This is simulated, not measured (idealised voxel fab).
You're looking at the process module voxel transistor to metal.
The figure presents cross-section cut, which has a width of 265 nm and is divided into square cells with an edge length of 5 nm.
Think of the cross-section as a grid of square cells. We describe it in bands, top to bottom, and each band covers one or more rows of those cells. Look at the band entry: it leads with the top's height and the bottom's height in nm. Then it lists the materials left to right, with a width in nm for each. The word "full width" on a single material says that material fills the band edge to edge. The word "blank" is empty space. Heads up on the height convention: 0 is the point under which the incoming wafer is all one material, and the lowest band has no bottom, it just keeps going down, like "0 -> down". Per-row width for "30..40": begins at first number (top row of band), ends at second number (bottom row), increment between rows held constant. No cell of the cross-section changed in a step that is given as "identical to before". The entry "Enclosed internal voids" lists the empty spaces that cover at least 8 cells and have no open path to the top. Each is written as width x height at distance, where the distance is measured from the left edge and all three values are in nm. Step line, after settings: the simulator's comment on this step. On any step carrying a mask, the "overlay nm" setting, if present on the step's line, tells how far right of its planned place the mask lay; negative values point to the left.
### plan
- 1: RECEIVE with material Si
- 2: OXIDIZE with depth nm 5
- 3: CONFORMAL_DEP with material SiN, thk nm 10
- 4: PATTERN with tone cover, mask id ACTIVE, material resist, width nm 100, pitch nm 125, thk nm 20, overlay nm 0
- 5: DIRECTIONAL_ETCH with etch materials SiN, depth nm 10
- 6: DIRECTIONAL_ETCH with etch materials SiO2, depth nm 5
- 7: DIRECTIONAL_ETCH with etch materials Si, depth nm 20
- 8: STRIP with etch materials resist
- 9: OXIDIZE with depth nm 5
- 10: FILL_DEP with material SiO2, thk nm 10
- 11: CMP with height nm 10
- 12: SELECTIVE_ETCH with etch materials SiO2, depth nm 10
- 13: STRIP with etch materials SiN
- 14: SELECTIVE_ETCH with etch materials SiO2, depth nm 5
- 15: OXIDIZE with depth nm 5
- 16: DIRECTIONAL_DEP with material polySi, thk nm 30
- 17: DIRECTIONAL_DEP with material SiCN, thk nm 10
- 18: MASKED_ETCH with tone cover, mask id GATE, width nm 20, pitch nm 125, etch materials SiCN, depth nm 20, overlay nm 0
- 19: MASKED_ETCH with tone cover, mask id GATE, width nm 20, pitch nm 125, etch materials polySi, depth nm 40, overlay nm 0
- 20: CONFORMAL_DEP with material SiN, thk nm 5
- 21: DIRECTIONAL_ETCH with etch materials SiN, depth nm 5
- 22: DIRECTIONAL_ETCH with etch materials SiO2, depth nm 5
- 23: EPI with material nSi, thk nm 5
- 24: FILL_DEP with material SiO2, thk nm 5
- 25: CMP with height nm 35
- 26: DIRECTIONAL_DEP with material SiO2, thk nm 15
- 27: MASKED_ETCH with tone open, mask id CONTACT, width nm 15, etch materials SiO2, depth nm 55, overlay nm 0
- 28: CONFORMAL_DEP with material TiN, thk nm 5
- 29: FILL_DEP with material W, thk nm 10
- 30: CMP with height nm 50
- 31: CONFORMAL_DEP with material SiN, thk nm 5
- 32: DIRECTIONAL_DEP with material lowk, thk nm 15
- 33: PATTERN with tone open, mask id METAL_1, material resist, width nm 15, thk nm 15, overlay nm 0
- 34: DIRECTIONAL_ETCH with etch materials lowk, depth nm 15
- 35: DIRECTIONAL_ETCH with etch materials SiN, depth nm 5
- 36: STRIP with etch materials resist
- 37: CONFORMAL_DEP with material TiN, thk nm 5
- 38: FILL_DEP with material Ru, thk nm 10
- 39: CMP with height nm 70
- 40: EPI with material Ru, thk nm 5
- 41: FILL_DEP with material SiCN, thk nm 5
- 42: DIRECTIONAL_DEP with material lowk, thk nm 35
- 43: DIRECTIONAL_DEP with material aC, thk nm 15
- 44: PATTERN with tone open, mask id METAL_2, material resist, width nm 15, pitch nm 125, thk nm 30, overlay nm 0
- 45: DIRECTIONAL_ETCH with etch materials aC, depth nm 15
- 46: STRIP with etch materials resist
- 47: DIRECTIONAL_ETCH with etch materials lowk, depth nm 20
- 48: STRIP with etch materials aC
- 49: PATTERN with tone open, mask id METAL_2_HOLES, material resist, width nm 15, pitch nm 125, thk nm 15, overlay nm 0
- 50: DIRECTIONAL_ETCH with etch materials lowk, depth nm 15
- 51: DIRECTIONAL_ETCH with etch materials SiCN, depth nm 5
- 52: STRIP with etch materials resist
- 53: CONFORMAL_DEP with material TiN, thk nm 5
- 54: FILL_DEP with material Ru, thk nm 5
- 55: CMP with height nm 115
- 56: CONFORMAL_DEP with material SiN, thk nm 5
### First of two wafers: run as planned
### Here's what the wafer looked like in cross-section when it arrived - that's after step 1
	0 -> down | Si full width
	Enclosed internal voids: none
### Upon completion of step 2, the wafer appears in cross-section as shown
	0 -> -5 | SiO2 full width
	Anything lower than -5 is untouched.
### Upon completion of step 3, the wafer appears in cross-section as shown
	10 -> 0 | SiN full width
	Anything lower than 0 is untouched.
### Upon completion of step 4, the wafer appears in cross-section as shown
	30 -> 10 | 20 of blank  100 of resist  25 of blank  100 of resist  20 of blank
	Anything lower than 10 is untouched.
### Upon completion of step 5, the wafer appears in cross-section as shown
	30 -> 10 | 20 of blank  100 of resist  25 of blank  100 of resist  20 of blank
	10 -> 0 | 20 of blank  100 of SiN  25 of blank  100 of SiN  20 of blank
	Anything lower than 0 is untouched.
### Upon completion of step 6, the wafer appears in cross-section as shown
	30 -> 10 | 20 of blank  100 of resist  25 of blank  100 of resist  20 of blank
	10 -> 0 | 20 of blank  100 of SiN  25 of blank  100 of SiN  20 of blank
	0 -> -5 | 20 of blank  100 of SiO2  25 of blank  100 of SiO2  20 of blank
	Anything lower than -5 is untouched.
### Upon completion of step 7, the wafer appears in cross-section as shown
	30 -> 10 | 20 of blank  100 of resist  25 of blank  100 of resist  20 of blank
	10 -> 0 | 20 of blank  100 of SiN  25 of blank  100 of SiN  20 of blank
	0 -> -5 | 20 of blank  100 of SiO2  25 of blank  100 of SiO2  20 of blank
	-5 -> -25 | 20 of blank  100 of Si  25 of blank  100 of Si  20 of blank
	Anything lower than -25 is untouched.
### Upon completion of step 8, the wafer appears in cross-section as shown
	10 -> 0 | 20 of blank  100 of SiN  25 of blank  100 of SiN  20 of blank
	Anything lower than 0 is untouched.
### Upon completion of step 9, the wafer appears in cross-section as shown
	10 -> 0 | 20 of blank  100 of SiN  25 of blank  100 of SiN  20 of blank
	0 -> -5 | 20 of blank  100 of SiO2  25 of blank  100 of SiO2  20 of blank
	-5 -> -25 | 20 of blank  5 of SiO2  90 of Si  5 of SiO2  25 of blank  5 of SiO2  90 of Si  5 of SiO2  20 of blank
	-25 -> -30 | 25 of SiO2  90 of Si  35 of SiO2  90 of Si  25 of SiO2
	Anything lower than -30 is untouched.
### Upon completion of step 10, the wafer appears in cross-section as shown
	20 -> 10 | SiO2 full width
	10 -> 0 | 20 of SiO2  100 of SiN  25 of SiO2  100 of SiN  20 of SiO2
	0 -> -5 | SiO2 full width
	-5 -> -30 | 25 of SiO2  90 of Si  35 of SiO2  90 of Si  25 of SiO2
	Anything lower than -30 is untouched.
### Upon completion of step 11, the wafer appears in cross-section as shown
	10 -> 0 | 20 of SiO2  100 of SiN  25 of SiO2  100 of SiN  20 of SiO2
	Anything lower than 0 is untouched.
### Upon completion of step 12, the wafer appears in cross-section as shown
	10 -> 0 | 20 of blank  100 of SiN  25 of blank  100 of SiN  20 of blank
	Anything lower than 0 is untouched.
### Upon completion of step 13, the wafer appears in cross-section as shown
	0 -> -5 | SiO2 full width
	Anything lower than -5 is untouched.
### Upon completion of step 14, the wafer appears in cross-section as shown
	-5 -> -30 | 25 of SiO2  90 of Si  35 of SiO2  90 of Si  25 of SiO2
	Anything lower than -30 is untouched.
### Upon completion of step 15, the wafer appears in cross-section as shown
	-5 -> -10 | SiO2 full width
	Anything lower than -10 is untouched.
### Upon completion of step 16, the wafer appears in cross-section as shown
	25 -> -5 | polySi full width
	Anything lower than -5 is untouched.
### Upon completion of step 17, the wafer appears in cross-section as shown
	35 -> 25 | SiCN full width
	Anything lower than 25 is untouched.
### Upon completion of step 18, the wafer appears in cross-section as shown
	35 -> 25 | 60 of blank  20 of SiCN  105 of blank  20 of SiCN  60 of blank
	Anything lower than 25 is untouched.
### Upon completion of step 19, the wafer appears in cross-section as shown
	35 -> 25 | 60 of blank  20 of SiCN  105 of blank  20 of SiCN  60 of blank
	25 -> -5 | 60 of blank  20 of polySi  105 of blank  20 of polySi  60 of blank
	Anything lower than -5 is untouched.
### Upon completion of step 20, the wafer appears in cross-section as shown
	40 -> 35 | 55 of blank  30 of SiN  95 of blank  30 of SiN  55 of blank
	35 -> 25 | 55 of blank  5 of SiN  20 of SiCN  5 of SiN  95 of blank  5 of SiN  20 of SiCN  5 of SiN  55 of blank
	25 -> 0 | 55 of blank  5 of SiN  20 of polySi  5 of SiN  95 of blank  5 of SiN  20 of polySi  5 of SiN  55 of blank
	0 -> -5 | 60 of SiN  20 of polySi  105 of SiN  20 of polySi  60 of SiN
	Anything lower than -5 is untouched.
### Upon completion of step 21, the wafer appears in cross-section as shown
	35 -> 25 | 55 of blank  5 of SiN  20 of SiCN  5 of SiN  95 of blank  5 of SiN  20 of SiCN  5 of SiN  55 of blank
	25 -> -5 | 55 of blank  5 of SiN  20 of polySi  5 of SiN  95 of blank  5 of SiN  20 of polySi  5 of SiN  55 of blank
	Anything lower than -5 is untouched.
### Upon completion of step 22, the wafer appears in cross-section as shown
	35 -> 25 | 55 of blank  5 of SiN  20 of SiCN  5 of SiN  95 of blank  5 of SiN  20 of SiCN  5 of SiN  55 of blank
	25 -> -5 | 55 of blank  5 of SiN  20 of polySi  5 of SiN  95 of blank  5 of SiN  20 of polySi  5 of SiN  55 of blank
	-5 -> -10 | 55 of blank  30 of SiO2  95 of blank  30 of SiO2  55 of blank
	Anything lower than -10 is untouched.
### Upon completion of step 23, the wafer appears in cross-section as shown
	35 -> 25 | 55 of blank  5 of SiN  20 of SiCN  5 of SiN  95 of blank  5 of SiN  20 of SiCN  5 of SiN  55 of blank
	25 -> -5 | 55 of blank  5 of SiN  20 of polySi  5 of SiN  95 of blank  5 of SiN  20 of polySi  5 of SiN  55 of blank
	-5 -> -10 | 20 of blank  35 of nSi  30 of SiO2  35 of nSi  25 of blank  35 of nSi  30 of SiO2  35 of nSi  20 of blank
	Anything lower than -10 is untouched.
### Upon completion of step 24, the wafer appears in cross-section as shown
	40 -> 35 | SiO2 full width
	35 -> 25 | 55 of SiO2  5 of SiN  20 of SiCN  5 of SiN  95 of SiO2  5 of SiN  20 of SiCN  5 of SiN  55 of SiO2
	25 -> -5 | 55 of SiO2  5 of SiN  20 of polySi  5 of SiN  95 of SiO2  5 of SiN  20 of polySi  5 of SiN  55 of SiO2
	-5 -> -10 | 20 of SiO2  35 of nSi  30 of SiO2  35 of nSi  25 of SiO2  35 of nSi  30 of SiO2  35 of nSi  20 of SiO2
	Anything lower than -10 is untouched.
### Upon completion of step 25, the wafer appears in cross-section as shown
	35 -> 25 | 55 of SiO2  5 of SiN  20 of SiCN  5 of SiN  95 of SiO2  5 of SiN  20 of SiCN  5 of SiN  55 of SiO2
	Anything lower than 25 is untouched.
### Upon completion of step 26, the wafer appears in cross-section as shown
	50 -> 35 | SiO2 full width
	Anything lower than 35 is untouched.
### Upon completion of step 27, the wafer appears in cross-section as shown
	50 -> 35 | 30 of SiO2  15 of blank  50 of SiO2  15 of blank  45 of SiO2  15 of blank  50 of SiO2  15 of blank  30 of SiO2
	35 -> 25 | 30 of SiO2  15 of blank  10 of SiO2  5 of SiN  20 of SiCN  5 of SiN  10 of SiO2  15 of blank  45 of SiO2  15 of blank  10 of SiO2  5 of SiN  20 of SiCN  5 of SiN  10 of SiO2  15 of blank  30 of SiO2
	25 -> -5 | 30 of SiO2  15 of blank  10 of SiO2  5 of SiN  20 of polySi  5 of SiN  10 of SiO2  15 of blank  45 of SiO2  15 of blank  10 of SiO2  5 of SiN  20 of polySi  5 of SiN  10 of SiO2  15 of blank  30 of SiO2
	Anything lower than -5 is untouched.
### Upon completion of step 28, the wafer appears in cross-section as shown
	55 -> 50 | 35 of TiN  5 of blank  60 of TiN  5 of blank  55 of TiN  5 of blank  60 of TiN  5 of blank  35 of TiN
	50 -> 35 | 30 of SiO2  5 of TiN  5 of blank  5 of TiN  50 of SiO2  5 of TiN  5 of blank  5 of TiN  45 of SiO2  5 of TiN  5 of blank  5 of TiN  50 of SiO2  5 of TiN  5 of blank  5 of TiN  30 of SiO2
	35 -> 25 | 30 of SiO2  5 of TiN  5 of blank  5 of TiN  10 of SiO2  5 of SiN  20 of SiCN  5 of SiN  10 of SiO2  5 of TiN  5 of blank  5 of TiN  45 of SiO2  5 of TiN  5 of blank  5 of TiN  10 of SiO2  5 of SiN  20 of SiCN  5 of SiN  10 of SiO2  5 of TiN  5 of blank  5 of TiN  30 of SiO2
	25 -> 0 | 30 of SiO2  5 of TiN  5 of blank  5 of TiN  10 of SiO2  5 of SiN  20 of polySi  5 of SiN  10 of SiO2  5 of TiN  5 of blank  5 of TiN  45 of SiO2  5 of TiN  5 of blank  5 of TiN  10 of SiO2  5 of SiN  20 of polySi  5 of SiN  10 of SiO2  5 of TiN  5 of blank  5 of TiN  30 of SiO2
	0 -> -5 | 30 of SiO2  15 of TiN  10 of SiO2  5 of SiN  20 of polySi  5 of SiN  10 of SiO2  15 of TiN  45 of SiO2  15 of TiN  10 of SiO2  5 of SiN  20 of polySi  5 of SiN  10 of SiO2  15 of TiN  30 of SiO2
	Anything lower than -5 is untouched.
### Upon completion of step 29, the wafer appears in cross-section as shown
	65 -> 55 | W full width
	55 -> 50 | 35 of TiN  5 of W  60 of TiN  5 of W  55 of TiN  5 of W  60 of TiN  5 of W  35 of TiN
	50 -> 35 | 30 of SiO2  5 of TiN  5 of W  5 of TiN  50 of SiO2  5 of TiN  5 of W  5 of TiN  45 of SiO2  5 of TiN  5 of W  5 of TiN  50 of SiO2  5 of TiN  5 of W  5 of TiN  30 of SiO2
	35 -> 25 | 30 of SiO2  5 of TiN  5 of W  5 of TiN  10 of SiO2  5 of SiN  20 of SiCN  5 of SiN  10 of SiO2  5 of TiN  5 of W  5 of TiN  45 of SiO2  5 of TiN  5 of W  5 of TiN  10 of SiO2  5 of SiN  20 of SiCN  5 of SiN  10 of SiO2  5 of TiN  5 of W  5 of TiN  30 of SiO2
	25 -> 0 | 30 of SiO2  5 of TiN  5 of W  5 of TiN  10 of SiO2  5 of SiN  20 of polySi  5 of SiN  10 of SiO2  5 of TiN  5 of W  5 of TiN  45 of SiO2  5 of TiN  5 of W  5 of TiN  10 of SiO2  5 of SiN  20 of polySi  5 of SiN  10 of SiO2  5 of TiN  5 of W  5 of TiN  30 of SiO2
	Anything lower than 0 is untouched.
### Upon completion of step 30, the wafer appears in cross-section as shown
	50 -> 35 | 30 of SiO2  5 of TiN  5 of W  5 of TiN  50 of SiO2  5 of TiN  5 of W  5 of TiN  45 of SiO2  5 of TiN  5 of W  5 of TiN  50 of SiO2  5 of TiN  5 of W  5 of TiN  30 of SiO2
	Anything lower than 35 is untouched.
### Upon completion of step 31, the wafer appears in cross-section as shown
	55 -> 50 | SiN full width
	Anything lower than 50 is untouched.
### Upon completion of step 32, the wafer appears in cross-section as shown
	70 -> 55 | lowk full width
	Anything lower than 55 is untouched.
### Upon completion of step 33, the wafer appears in cross-section as shown
	85 -> 70 | 30 of resist  15 of blank  50 of resist  15 of blank  45 of resist  15 of blank  50 of resist  15 of blank  30 of resist
	Anything lower than 70 is untouched.
### Upon completion of step 34, the wafer appears in cross-section as shown
	85 -> 70 | 30 of resist  15 of blank  50 of resist  15 of blank  45 of resist  15 of blank  50 of resist  15 of blank  30 of resist
	70 -> 55 | 30 of lowk  15 of blank  50 of lowk  15 of blank  45 of lowk  15 of blank  50 of lowk  15 of blank  30 of lowk
	Anything lower than 55 is untouched.
### Upon completion of step 35, the wafer appears in cross-section as shown
	85 -> 70 | 30 of resist  15 of blank  50 of resist  15 of blank  45 of resist  15 of blank  50 of resist  15 of blank  30 of resist
	70 -> 55 | 30 of lowk  15 of blank  50 of lowk  15 of blank  45 of lowk  15 of blank  50 of lowk  15 of blank  30 of lowk
	55 -> 50 | 30 of SiN  15 of blank  50 of SiN  15 of blank  45 of SiN  15 of blank  50 of SiN  15 of blank  30 of SiN
	Anything lower than 50 is untouched.
### Upon completion of step 36, the wafer appears in cross-section as shown
	70 -> 55 | 30 of lowk  15 of blank  50 of lowk  15 of blank  45 of lowk  15 of blank  50 of lowk  15 of blank  30 of lowk
	Anything lower than 55 is untouched.
### Upon completion of step 37, the wafer appears in cross-section as shown
	75 -> 70 | 35 of TiN  5 of blank  60 of TiN  5 of blank  55 of TiN  5 of blank  60 of TiN  5 of blank  35 of TiN
	70 -> 55 | 30 of lowk  5 of TiN  5 of blank  5 of TiN  50 of lowk  5 of TiN  5 of blank  5 of TiN  45 of lowk  5 of TiN  5 of blank  5 of TiN  50 of lowk  5 of TiN  5 of blank  5 of TiN  30 of lowk
	55 -> 50 | 30 of SiN  15 of TiN  50 of SiN  15 of TiN  45 of SiN  15 of TiN  50 of SiN  15 of TiN  30 of SiN
	Anything lower than 50 is untouched.
### Upon completion of step 38, the wafer appears in cross-section as shown
	85 -> 75 | Ru full width
	75 -> 70 | 35 of TiN  5 of Ru  60 of TiN  5 of Ru  55 of TiN  5 of Ru  60 of TiN  5 of Ru  35 of TiN
	70 -> 55 | 30 of lowk  5 of TiN  5 of Ru  5 of TiN  50 of lowk  5 of TiN  5 of Ru  5 of TiN  45 of lowk  5 of TiN  5 of Ru  5 of TiN  50 of lowk  5 of TiN  5 of Ru  5 of TiN  30 of lowk
	Anything lower than 55 is untouched.
### Upon completion of step 39, the wafer appears in cross-section as shown
	70 -> 55 | 30 of lowk  5 of TiN  5 of Ru  5 of TiN  50 of lowk  5 of TiN  5 of Ru  5 of TiN  45 of lowk  5 of TiN  5 of Ru  5 of TiN  50 of lowk  5 of TiN  5 of Ru  5 of TiN  30 of lowk
	Anything lower than 55 is untouched.
### Upon completion of step 40, the wafer appears in cross-section as shown
	75 -> 70 | 25 of blank  25 of Ru  40 of blank  25 of Ru  35 of blank  25 of Ru  40 of blank  25 of Ru  25 of blank
	Anything lower than 70 is untouched.
### Upon completion of step 41, the wafer appears in cross-section as shown
	80 -> 75 | SiCN full width
	75 -> 70 | 25 of SiCN  25 of Ru  40 of SiCN  25 of Ru  35 of SiCN  25 of Ru  40 of SiCN  25 of Ru  25 of SiCN
	Anything lower than 70 is untouched.
### Upon completion of step 42, the wafer appears in cross-section as shown
	115 -> 80 | lowk full width
	Anything lower than 80 is untouched.
### Upon completion of step 43, the wafer appears in cross-section as shown
	130 -> 115 | aC full width
	Anything lower than 115 is untouched.
### Upon completion of step 44, the wafer appears in cross-section as shown
	160 -> 130 | 30 of resist  15 of blank  110 of resist  15 of blank  95 of resist
	Anything lower than 130 is untouched.
### Upon completion of step 45, the wafer appears in cross-section as shown
	145 -> 130 | 30 of resist  15 of blank  110 of resist  15 of blank  95 of resist
	130 -> 115 | 30 of aC  15 of blank  110 of aC  15 of blank  95 of aC
	Anything lower than 115 is untouched.
### Upon completion of step 46, the wafer appears in cross-section as shown
	130 -> 115 | 30 of aC  15 of blank  110 of aC  15 of blank  95 of aC
	Anything lower than 115 is untouched.
### Upon completion of step 47, the wafer appears in cross-section as shown
	130 -> 115 | 30 of aC  15 of blank  110 of aC  15 of blank  95 of aC
	115 -> 95 | 30 of lowk  15 of blank  110 of lowk  15 of blank  95 of lowk
	Anything lower than 95 is untouched.
### Upon completion of step 48, the wafer appears in cross-section as shown
	115 -> 95 | 30 of lowk  15 of blank  110 of lowk  15 of blank  95 of lowk
	Anything lower than 95 is untouched.
### Upon completion of step 49, the wafer appears in cross-section as shown
	130 -> 115 | 30 of resist  15 of blank  110 of resist  15 of blank  95 of resist
	Anything lower than 115 is untouched.
### Upon completion of step 50, the wafer appears in cross-section as shown
	130 -> 115 | 30 of resist  15 of blank  110 of resist  15 of blank  95 of resist
	115 -> 80 | 30 of lowk  15 of blank  110 of lowk  15 of blank  95 of lowk
	Anything lower than 80 is untouched.
### Upon completion of step 51, the wafer appears in cross-section as shown
	130 -> 115 | 30 of resist  15 of blank  110 of resist  15 of blank  95 of resist
	115 -> 80 | 30 of lowk  15 of blank  110 of lowk  15 of blank  95 of lowk
	80 -> 75 | 30 of SiCN  15 of blank  110 of SiCN  15 of blank  95 of SiCN
	Anything lower than 75 is untouched.
### Upon completion of step 52, the wafer appears in cross-section as shown
	115 -> 80 | 30 of lowk  15 of blank  110 of lowk  15 of blank  95 of lowk
	Anything lower than 80 is untouched.
### Upon completion of step 53, the wafer appears in cross-section as shown
	120 -> 115 | 35 of TiN  5 of blank  120 of TiN  5 of blank  100 of TiN
	115 -> 80 | 30 of lowk  5 of TiN  5 of blank  5 of TiN  110 of lowk  5 of TiN  5 of blank  5 of TiN  95 of lowk
	80 -> 75 | 30 of SiCN  15 of TiN  110 of SiCN  15 of TiN  95 of SiCN
	Anything lower than 75 is untouched.
### Upon completion of step 54, the wafer appears in cross-section as shown
	125 -> 120 | Ru full width
	120 -> 115 | 35 of TiN  5 of Ru  120 of TiN  5 of Ru  100 of TiN
	115 -> 80 | 30 of lowk  5 of TiN  5 of Ru  5 of TiN  110 of lowk  5 of TiN  5 of Ru  5 of TiN  95 of lowk
	Anything lower than 80 is untouched.
### Upon completion of step 55, the wafer appears in cross-section as shown
	115 -> 80 | 30 of lowk  5 of TiN  5 of Ru  5 of TiN  110 of lowk  5 of TiN  5 of Ru  5 of TiN  95 of lowk
	Anything lower than 80 is untouched.
### Upon completion of step 56, the wafer appears in cross-section as shown
	120 -> 115 | SiN full width
	Anything lower than 115 is untouched.
### Second wafer. Start and plan as for the first. One mistake made in running. Agrees with the first up to and including step 32
### Planned end of step 33: second wafer, cross-section
	85 -> 70 | 30 of blank  15 of resist  50 of blank  15 of resist  45 of blank  15 of resist  50 of blank  15 of resist  30 of blank
	Anything lower than 70 is untouched.
### Planned end of step 34: second wafer, cross-section
	85 -> 70 | 30 of blank  15 of resist  50 of blank  15 of resist  45 of blank  15 of resist  50 of blank  15 of resist  30 of blank
	70 -> 55 | 30 of blank  15 of lowk  50 of blank  15 of lowk  45 of blank  15 of lowk  50 of blank  15 of lowk  30 of blank
	Anything lower than 55 is untouched.
### Planned end of step 35: second wafer, cross-section
	85 -> 70 | 30 of blank  15 of resist  50 of blank  15 of resist  45 of blank  15 of resist  50 of blank  15 of resist  30 of blank
	70 -> 55 | 30 of blank  15 of lowk  50 of blank  15 of lowk  45 of blank  15 of lowk  50 of blank  15 of lowk  30 of blank
	55 -> 50 | 30 of blank  15 of SiN  50 of blank  15 of SiN  45 of blank  15 of SiN  50 of blank  15 of SiN  30 of blank
	Anything lower than 50 is untouched.
### Planned end of step 36: second wafer, cross-section
	70 -> 55 | 30 of blank  15 of lowk  50 of blank  15 of lowk  45 of blank  15 of lowk  50 of blank  15 of lowk  30 of blank
	Anything lower than 55 is untouched.
### Planned end of step 37: second wafer, cross-section
	75 -> 70 | 25 of blank  25 of TiN  40 of blank  25 of TiN  35 of blank  25 of TiN  40 of blank  25 of TiN  25 of blank
	70 -> 55 | 25 of blank  5 of TiN  15 of lowk  5 of TiN  40 of blank  5 of TiN  15 of lowk  5 of TiN  35 of blank  5 of TiN  15 of lowk  5 of TiN  40 of blank  5 of TiN  15 of lowk  5 of TiN  25 of blank
	55 -> 50 | 30 of TiN  15 of SiN  50 of TiN  15 of SiN  45 of TiN  15 of SiN  50 of TiN  15 of SiN  30 of TiN
	Anything lower than 50 is untouched.
### Planned end of step 38: second wafer, cross-section
	85 -> 75 | Ru full width
	75 -> 70 | 25 of Ru  25 of TiN  40 of Ru  25 of TiN  35 of Ru  25 of TiN  40 of Ru  25 of TiN  25 of Ru
	70 -> 55 | 25 of Ru  5 of TiN  15 of lowk  5 of TiN  40 of Ru  5 of TiN  15 of lowk  5 of TiN  35 of Ru  5 of TiN  15 of lowk  5 of TiN  40 of Ru  5 of TiN  15 of lowk  5 of TiN  25 of Ru
	Anything lower than 55 is untouched.
### Planned end of step 39: second wafer, cross-section
	70 -> 55 | 25 of Ru  5 of TiN  15 of lowk  5 of TiN  40 of Ru  5 of TiN  15 of lowk  5 of TiN  35 of Ru  5 of TiN  15 of lowk  5 of TiN  40 of Ru  5 of TiN  15 of lowk  5 of TiN  25 of Ru
	Anything lower than 55 is untouched.
### Planned end of step 40: second wafer, cross-section
	75 -> 70 | 35 of Ru  5 of blank  60 of Ru  5 of blank  55 of Ru  5 of blank  60 of Ru  5 of blank  35 of Ru
	Anything lower than 70 is untouched.
### Planned end of step 41: second wafer, cross-section
	80 -> 75 | SiCN full width
	75 -> 70 | 35 of Ru  5 of SiCN  60 of Ru  5 of SiCN  55 of Ru  5 of SiCN  60 of Ru  5 of SiCN  35 of Ru
	Anything lower than 70 is untouched.
### Planned end of step 42: second wafer, cross-section
	115 -> 80 | lowk full width
	Anything lower than 80 is untouched.
### Planned end of step 43: second wafer, cross-section
	130 -> 115 | aC full width
	Anything lower than 115 is untouched.
### Planned end of step 44: second wafer, cross-section
	160 -> 130 | 30 of resist  15 of blank  110 of resist  15 of blank  95 of resist
	Anything lower than 130 is untouched.
### Planned end of step 45: second wafer, cross-section
	145 -> 130 | 30 of resist  15 of blank  110 of resist  15 of blank  95 of resist
	130 -> 115 | 30 of aC  15 of blank  110 of aC  15 of blank  95 of aC
	Anything lower than 115 is untouched.
### Planned end of step 46: second wafer, cross-section
	130 -> 115 | 30 of aC  15 of blank  110 of aC  15 of blank  95 of aC
	Anything lower than 115 is untouched.
### Planned end of step 47: second wafer, cross-section
	130 -> 115 | 30 of aC  15 of blank  110 of aC  15 of blank  95 of aC
	115 -> 95 | 30 of lowk  15 of blank  110 of lowk  15 of blank  95 of lowk
	Anything lower than 95 is untouched.
### Planned end of step 48: second wafer, cross-section
	115 -> 95 | 30 of lowk  15 of blank  110 of lowk  15 of blank  95 of lowk
	Anything lower than 95 is untouched.
### Planned end of step 49: second wafer, cross-section
	130 -> 115 | 30 of resist  15 of blank  110 of resist  15 of blank  95 of resist
	Anything lower than 115 is untouched.
### Planned end of step 50: second wafer, cross-section
	130 -> 115 | 30 of resist  15 of blank  110 of resist  15 of blank  95 of resist
	115 -> 80 | 30 of lowk  15 of blank  110 of lowk  15 of blank  95 of lowk
	Anything lower than 80 is untouched.
### Planned end of step 51: second wafer, cross-section
	130 -> 115 | 30 of resist  15 of blank  110 of resist  15 of blank  95 of resist
	115 -> 80 | 30 of lowk  15 of blank  110 of lowk  15 of blank  95 of lowk
	80 -> 75 | 30 of SiCN  15 of blank  110 of SiCN  15 of blank  95 of SiCN
	Anything lower than 75 is untouched.
### Planned end of step 52: second wafer, cross-section
	115 -> 80 | 30 of lowk  15 of blank  110 of lowk  15 of blank  95 of lowk
	Anything lower than 80 is untouched.
### Planned end of step 53: second wafer, cross-section
	120 -> 115 | 35 of TiN  5 of blank  120 of TiN  5 of blank  100 of TiN
	115 -> 80 | 30 of lowk  5 of TiN  5 of blank  5 of TiN  110 of lowk  5 of TiN  5 of blank  5 of TiN  95 of lowk
	80 -> 75 | 30 of SiCN  15 of TiN  110 of SiCN  15 of TiN  95 of SiCN
	Anything lower than 75 is untouched.
### Planned end of step 54: second wafer, cross-section
	125 -> 120 | Ru full width
	120 -> 115 | 35 of TiN  5 of Ru  120 of TiN  5 of Ru  100 of TiN
	115 -> 80 | 30 of lowk  5 of TiN  5 of Ru  5 of TiN  110 of lowk  5 of TiN  5 of Ru  5 of TiN  95 of lowk
	Anything lower than 80 is untouched.
### Planned end of step 55: second wafer, cross-section
	115 -> 80 | 30 of lowk  5 of TiN  5 of Ru  5 of TiN  110 of lowk  5 of TiN  5 of Ru  5 of TiN  95 of lowk
	Anything lower than 80 is untouched.
### Planned end of step 56: second wafer, cross-section
	120 -> 115 | SiN full width
	Anything lower than 115 is untouched.
The mistake made against the process plan was this: contrary to plan, step 33 was performed as PATTERN with tone cover, mask id METAL_1, material resist, width nm 15, thk nm 15, overlay nm 0
Counted in cells at the end, the second wafer holds more or fewer of these materials than the first: Ru: 116 more, SiCN: 29 fewer, SiN: 29 fewer, TiN: 29 more, lowk: 87 fewer
